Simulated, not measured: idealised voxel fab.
Presented below is a process module, voxel transistor to metal.
Displayed cross-section: cut, width of 210 nm, square cells sized 5 nm.
A cross-section in this document is a grid of square cells, and it is written down as bands, the top band listed before the ones below it; a band is made up of one or more rows of cells. Quick guide to a band line: top height, bottom height (nm) up front; then every material left to right with its width in nm. Only one material and it's marked "full width"? Then it fills the band edge to edge. And "blank" just means empty space. Heads up on the height convention: 0 is the point under which the incoming wafer is all one material, and the lowest band has no bottom, it just keeps going down, like "0 nm and below". So if you see something like "30->40" for the width, read it as the top row of the band sitting at the first number and the bottom row at the second, with every row in between moving by the same amount as the last. When a step is marked "remained unchanged", none of the cells in the cross-section changed during that step. You'll see "Closed cavities" listing empty spaces that have no way open to the top, as long as they're 8 cells or more; the notation is width x height at distance, where the distance is from the left edge, and all of it is in nm. Note: text after step settings on the step line = simulator remark on that step. "overlay nm" denotes, for a step that has a mask, the displacement of the mask to the right of its planned place, with negative values corresponding to the left.
**These are the steps we planned for the process**
step 1: RECEIVE (material Si)
step 2: OXIDIZE (depth nm 5)
step 3: CONFORMAL_DEP (material SiN; thk nm 10)
step 4: DIRECTIONAL_DEP (material aC; thk nm 10)
step 5: PATTERN (tone cover; mask id ACTIVE; material resist; width nm 120; thk nm 25; overlay nm 0)
step 6: DIRECTIONAL_ETCH (etch materials aC; depth nm 10)
step 7: STRIP (etch materials resist)
step 8: DIRECTIONAL_ETCH (etch materials SiN; depth nm 10)
step 9: DIRECTIONAL_ETCH (etch materials SiO2; depth nm 5)
step 10: DIRECTIONAL_ETCH (etch materials Si; depth nm 30)
step 11: STRIP (etch materials aC)
step 12: OXIDIZE (depth nm 5)
step 13: FILL_DEP (material SiO2; thk nm 5)
step 14: CMP (height nm 10)
step 15: SELECTIVE_ETCH (etch materials SiO2; depth nm 5)
step 16: STRIP (etch materials SiN)
step 17: SELECTIVE_ETCH (etch materials SiO2; depth nm 5)
step 18: OXIDIZE (depth nm 5)
step 19: DIRECTIONAL_DEP (material polySi; thk nm 20)
step 20: DIRECTIONAL_DEP (material SiCN; thk nm 10)
step 21: DIRECTIONAL_DEP (material aC; thk nm 10)
step 22: PATTERN (tone cover; mask id GATE; material resist; width nm 30; thk nm 30; overlay nm 0)
step 23: DIRECTIONAL_ETCH (etch materials aC; depth nm 10)
step 24: STRIP (etch materials resist)
step 25: DIRECTIONAL_ETCH (etch materials SiCN; depth nm 20)
step 26: DIRECTIONAL_ETCH (etch materials polySi; depth nm 30)
step 27: STRIP (etch materials aC)
step 28: CONFORMAL_DEP (material SiO2; thk nm 5)
step 29: DIRECTIONAL_ETCH (etch materials SiO2; depth nm 5)
step 30: CONFORMAL_DEP (material SiN; thk nm 10)
step 31: DIRECTIONAL_ETCH (etch materials SiN; depth nm 10)
step 32: DIRECTIONAL_ETCH (etch materials SiO2; depth nm 5)
step 33: DIRECTIONAL_ETCH (etch materials Si; depth nm 5)
step 34: EPI (material pSi; thk nm 10)
step 35: FILL_DEP (material SiO2; thk nm 10)
step 36: CMP (height nm 15)
step 37: STRIP (etch materials polySi)
step 38: SELECTIVE_ETCH (etch materials SiO2; depth nm 5)
step 39: CONFORMAL_DEP (material HfO2; thk nm 5)
step 40: CONFORMAL_DEP (material TiN; thk nm 5)
step 41: FILL_DEP (material W; thk nm 10)
step 42: CMP (height nm 10)
step 43: DIRECTIONAL_DEP (material SiO2; thk nm 15)
step 44: DIRECTIONAL_DEP (material aC; thk nm 15)
step 45: PATTERN (tone open; mask id CONTACT; material resist; width nm 15; pitch nm 85; thk nm 35; overlay nm 0)
step 46: DIRECTIONAL_ETCH (etch materials aC; depth nm 15)
step 47: STRIP (etch materials resist)
step 48: DIRECTIONAL_ETCH (etch materials SiO2; depth nm 25)
step 49: STRIP (etch materials aC)
step 50: CONFORMAL_DEP (material TiN; thk nm 5)
step 51: FILL_DEP (material W; thk nm 10)
step 52: CMP (height nm 25)
step 53: CONFORMAL_DEP (material SiN; thk nm 5)
step 54: DIRECTIONAL_DEP (material SiO2; thk nm 20)
step 55: MASKED_ETCH (tone open; mask id METAL_1; width nm 15; pitch nm 85; etch materials SiO2; depth nm 20; overlay nm 0)
step 56: MASKED_ETCH (tone open; mask id METAL_1; width nm 15; pitch nm 85; etch materials SiN; depth nm 5; overlay nm 0)
step 57: CONFORMAL_DEP (material TiN; thk nm 5)
step 58: FILL_DEP (material Cu; thk nm 10)
step 59: CMP (height nm 50)
step 60: CONFORMAL_DEP (material SiCN; thk nm 5)
step 61: DIRECTIONAL_DEP (material SiO2; thk nm 25)
step 62: DIRECTIONAL_DEP (material aC; thk nm 10)
step 63: PATTERN (tone open; mask id METAL_2; material resist; width nm 15; pitch nm 85; thk nm 30; overlay nm 0)
step 64: DIRECTIONAL_ETCH (etch materials aC; depth nm 10)
step 65: STRIP (etch materials resist)
step 66: DIRECTIONAL_ETCH (etch materials SiO2; depth nm 15)
step 67: STRIP (etch materials aC)
step 68: PATTERN (tone open; mask id METAL_2_HOLES; material resist; width nm 15; pitch nm 85; thk nm 15; overlay nm 0)
step 69: DIRECTIONAL_ETCH (etch materials SiO2; depth nm 10)
step 70: DIRECTIONAL_ETCH (etch materials SiCN; depth nm 5)
step 71: STRIP (etch materials resist)
step 72: CONFORMAL_DEP (material TiN; thk nm 5)
step 73: FILL_DEP (material Cu; thk nm 5)
step 74: CMP (height nm 80)
step 75: CONFORMAL_DEP (material SiN; thk nm 5)
**Cross-sectional view of the wafer in its as-received condition, corresponding to the state after step 1**
> 0 nm and below  Si full width
> Closed cavities: none
**first wafer at the end, as planned**
> 85 nm to 80 nm  SiN full width
> 80 nm to 55 nm  SiO2 55, TiN 5, Cu 5, TiN 5, SiO2 70, TiN 5, Cu 5, TiN 5, SiO2 55
> 55 nm to 50 nm  SiCN 55, TiN 15, SiCN 70, TiN 15, SiCN 55
> 50 nm to 30 nm  SiO2 55, TiN 5, Cu 5, TiN 5, SiO2 70, TiN 5, Cu 5, TiN 5, SiO2 55
> 30 nm to 25 nm  SiN 55, TiN 15, SiN 70, TiN 15, SiN 55
> 25 nm to 10 nm  SiO2 55, TiN 5, W 5, TiN 5, SiO2 70, TiN 5, W 5, TiN 5, SiO2 55
> 10 nm to 5 nm  SiO2 55, TiN 5, W 5, TiN 5, SiO2 5, SiN 10, HfO2 5, TiN 5, W 20, TiN 5, HfO2 5, SiN 10, SiO2 5, TiN 5, W 5, TiN 5, SiO2 55
> 5 nm to 0 nm  SiO2 55, TiN 15, SiO2 5, SiN 10, HfO2 5, TiN 5, W 20, TiN 5, HfO2 5, SiN 10, SiO2 5, TiN 15, SiO2 55
> 0 nm to -5 nm  SiO2 45, SiN 10, pSi 20, SiN 10, HfO2 5, TiN 30, HfO2 5, SiN 10, pSi 20, SiN 10, SiO2 45
> -5 nm to -10 nm  SiO2 55, pSi 20, SiO2 10, HfO2 40, SiO2 10, pSi 20, SiO2 55
> -10 nm to -15 nm  SiO2 50, Si 5, pSi 20, Si 60, pSi 20, Si 5, SiO2 50
> -15 nm to -40 nm  SiO2 50, Si 110, SiO2 50
> -40 nm and below  Si full width
> Closed cavities: none
**Second wafer of the two, sectioned at the end of the module. It began like the first and followed the same plan, but one mistake was made while running it**
> 85 nm to 80 nm  SiN full width
> 80 nm to 55 nm  SiO2 55, TiN 5, Cu 5, TiN 5, SiO2 70, TiN 5, Cu 5, TiN 5, SiO2 55
> 55 nm to 50 nm  SiCN 55, TiN 15, SiCN 70, TiN 15, SiCN 55
> 50 nm to 30 nm  SiO2 55, TiN 5, Cu 5, TiN 5, SiO2 70, TiN 5, Cu 5, TiN 5, SiO2 55
> 30 nm to 25 nm  SiN 55, TiN 15, SiN 70, TiN 15, SiN 55
> 25 nm to 10 nm  SiO2 55, TiN 5, W 5, TiN 5, SiO2 70, TiN 5, W 5, TiN 5, SiO2 55
> 10 nm to 5 nm  SiO2 55, TiN 5, W 5, TiN 5, SiO2 5, SiN 10, HfO2 5, TiN 5, W 20, TiN 5, HfO2 5, SiN 10, SiO2 5, TiN 5, W 5, TiN 5, SiO2 55
> 5 nm to 0 nm  SiO2 55, TiN 15, SiO2 5, SiN 10, HfO2 5, TiN 5, W 20, TiN 5, HfO2 5, SiN 10, SiO2 5, TiN 15, SiO2 55
> 0 nm to -5 nm  SiO2 45, SiN 10, pSi 20, SiN 10, HfO2 5, TiN 30, HfO2 5, SiN 10, pSi 20, SiN 10, SiO2 45
> -5 nm to -10 nm  SiO2 55, pSi 20, SiO2 10, HfO2 40, SiO2 10, pSi 20, SiO2 55
> -10 nm to -15 nm  SiO2 50, Si 5, pSi 20, Si 60, pSi 20, Si 5, SiO2 50
> -15 nm to -70 nm  SiO2 50, Si 110, SiO2 50
> -70 nm and below  Si full width
> Closed cavities: none
The plan and the run diverged here: twice over, step 10 of the plan was run
Per the end-of-run cell counts, the second wafer holds more or fewer of some materials than the first: Si -120; SiO2 +120
